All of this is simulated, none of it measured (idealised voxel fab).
Title: Process Module voxel spacer lines
In the cross-section labelled cut, the width is 200 nm and each square cell is 5 nm.
Heads up, the way a cross-section reads in here is a grid of square cells, handed over as bands from the top down, with every band being one or more rows of cells. Band: top height; bottom height; in nm. Then, left to right: material with width in nm, for each material. "throughout": a single material spanning edge to edge. "empty": empty space. Height reference: 0 = level under which incoming wafer is all one material. Lowest band: no bottom, runs on downward, e.g. "0..down". So if you see something like "30..40" for the width, read it as the top row of the band sitting at the first number and the bottom row at the second, with every row in between moving by the same amount as the last. "changes: none" -> step changed no cross-section cell. If an empty space has no open way to the top and is at least 8 cells in size, "Enclosed empty spaces" lists it, written width x height at distance, where distance is measured from the left edge and every value is in nm. On each step's line, the part that comes after the settings is the simulator's own comment on the step. The line of a step may include "overlay nm". On a step with a mask, this value is how far to the right of its planned place the mask lay. A negative value means the mask lay to the left.
-- So here's the lineup of process steps we planned
1) RECEIVE | material Si
2) CONFORMAL_DEP | material Al2O3 | thk nm 10
3) DIRECTIONAL_DEP | material TiN | thk nm 20
4) DIRECTIONAL_DEP | material polySi | thk nm 30
5) PATTERN | tone cover | mask id MANDREL | material resist | width nm 20 | pitch nm 60 | thk nm 35 | overlay nm 0
6) DIRECTIONAL_ETCH | etch materials polySi | depth nm 30
7) STRIP | etch materials resist
8) CONFORMAL_DEP | material SiO2 | thk nm 10
9) DIRECTIONAL_ETCH | etch materials SiO2 | depth nm 10
10) STRIP | etch materials polySi
11) DIRECTIONAL_ETCH | etch materials TiN | depth nm 20
12) STRIP | etch materials SiO2
13) FILL_DEP | material lowk | thk nm 5
14) CMP | height nm 30
-- Delivered wafer in cross-section: state after step 1
* 0..down = Si throughout
* Enclosed empty spaces: none
-- Wafer at module end, in section. Began as above, planned as above, run with one mistake
* 30..10 = lowk=55, TiN=10, lowk=15, TiN=10, lowk=25, TiN=10, lowk=15, TiN=10, lowk=50
* 10..0 = Al2O3 throughout
* 0..down = Si throughout
* Enclosed empty spaces: none
Run error: step 5 did not use the planned setting and instead ran as PATTERN | tone cover | mask id MANDREL | material resist | width nm 15 | pitch nm 60 | thk nm 35 | overlay nm 0
